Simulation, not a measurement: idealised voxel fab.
Process module in this document: voxel capacitor over wiring
Cross-section cut: width 265 nm, square cells of 5 nm.
This document writes a cross-section as a grid whose cells are square, and gives it as bands, listed from the top down; one or more rows of cells form a band.
What a band's entry tells you: where the top is and where the bottom is, as heights in nm, and after that what lies inside, material by material from left to right, each with its width in nm. Empty space is written as the word "blank", and a single material marked with the word "edge to edge" occupies the band from edge to edge.
Zero point of the height axis is 0; under it, received wafer = one material. Lowest band: continues down indefinitely, "top 0, no bottom".
Width spec "30->40" -> top row of cells at first value, bottom row at second value, equal per-row change in between.
"identical to before" (step): cross-section cells unchanged, all of them.
Closed empty spaces (no open way to the top) of 8 cells or more are what "Completely sealed voids" lists, each as width x height at distance from the left edge, nm for all three.
Post-settings text on a step line: simulator's own remark regarding the step.
overlay nm: where the mask lay relative to plan, measured to the right, on steps with a mask; negatives go left.

Steps planned for the process:
1,RECEIVE,material Si
2,CONFORMAL_DEP,material SiO2,thk nm 10
3,DIRECTIONAL_DEP,material TiN,thk nm 5
4,DIRECTIONAL_DEP,material Ru,thk nm 15
5,PATTERN,tone cover,mask id METAL_1,material resist,width nm 30,pitch nm 100,thk nm 15,overlay nm 0
6,DIRECTIONAL_ETCH,etch materials Ru,depth nm 15
7,DIRECTIONAL_ETCH,etch materials TiN,depth nm 5
8,STRIP,etch materials resist
9,FILL_DEP,material SiO2,thk nm 10
10,CMP,height nm 30
11,CONFORMAL_DEP,material SiCN,thk nm 5
12,DIRECTIONAL_DEP,material SiO2,thk nm 20
13,PATTERN,tone open,mask id PLUG_1,material resist,width nm 15,thk nm 20,overlay nm 0
14,DIRECTIONAL_ETCH,etch materials SiO2,depth nm 20
15,DIRECTIONAL_ETCH,etch materials SiCN,depth nm 5
16,STRIP,etch materials resist
17,CONFORMAL_DEP,material TiN,thk nm 5
18,FILL_DEP,material W,thk nm 5
19,CMP,height nm 55
20,DIRECTIONAL_DEP,material TiN,thk nm 10
21,DIRECTIONAL_DEP,material SiN,thk nm 5
22,DIRECTIONAL_DEP,material TiN,thk nm 5
23,DIRECTIONAL_DEP,material aC,thk nm 10
24,PATTERN,tone cover,mask id UPPER_PLATE,material resist,width nm 75,thk nm 30,overlay nm 0
25,DIRECTIONAL_ETCH,etch materials aC,depth nm 10
26,STRIP,etch materials resist
27,DIRECTIONAL_ETCH,etch materials TiN,depth nm 5
28,DIRECTIONAL_ETCH,etch materials SiN,depth nm 5
29,STRIP,etch materials aC
30,DIRECTIONAL_DEP,material aC,thk nm 15
31,PATTERN,tone cover,mask id LOWER_PLATE,material resist,width nm 85,thk nm 30,overlay nm 0
32,DIRECTIONAL_ETCH,etch materials aC,depth nm 15
33,STRIP,etch materials resist
34,DIRECTIONAL_ETCH,etch materials TiN,depth nm 10
35,STRIP,etch materials aC
36,FILL_DEP,material SiO2,thk nm 15
37,CMP,height nm 85
38,DIRECTIONAL_DEP,material aC,thk nm 15
39,PATTERN,tone open,mask id PLUG_2,material resist,width nm 15,thk nm 30,overlay nm 0
40,DIRECTIONAL_ETCH,etch materials aC,depth nm 15
41,STRIP,etch materials resist
42,DIRECTIONAL_ETCH,etch materials SiO2,depth nm 10
43,STRIP,etch materials aC
44,CONFORMAL_DEP,material TiN,thk nm 5
45,FILL_DEP,material Cu,thk nm 5
46,CMP,height nm 85
47,CONFORMAL_DEP,material SiN,thk nm 5

Wafer as received: cross-section following step 1:
  top 0, no bottom  Si edge to edge
  Completely sealed voids: none

A wafer at the end: this start, this plan, one mistake:
  top 90, bottom 85  SiN edge to edge
  top 85, bottom 80  SiO2 80 nm | TiN 5 nm | Cu 5 nm | TiN 5 nm | SiO2 170 nm
  top 80, bottom 70  SiO2 80 nm | TiN 15->75 nm | SiO2 170->110 nm
  top 70, bottom 65  SiO2 80 nm | SiN 75 nm | SiO2 110 nm
  top 65, bottom 55  SiO2 75 nm | TiN 85 nm | SiO2 105 nm
  top 55, bottom 35  SiO2 80 nm | TiN 5 nm | W 5 nm | TiN 5 nm | SiO2 170 nm
  top 35, bottom 30  SiCN 80 nm | TiN 15 nm | SiCN 170 nm
  top 30, bottom 15  SiO2 65 nm | Ru 30 nm | SiO2 70 nm | Ru 30 nm | SiO2 70 nm
  top 15, bottom 10  SiO2 65 nm | TiN 30 nm | SiO2 70 nm | TiN 30 nm | SiO2 70 nm
  top 10, bottom 0  SiO2 edge to edge
  top 0, no bottom  Si edge to edge
  Completely sealed voids: none
What broke from the plan during processing? step 39 ran as: PATTERN,tone open,mask id PLUG_2,material resist,width nm 15,thk nm 30,overlay nm -10
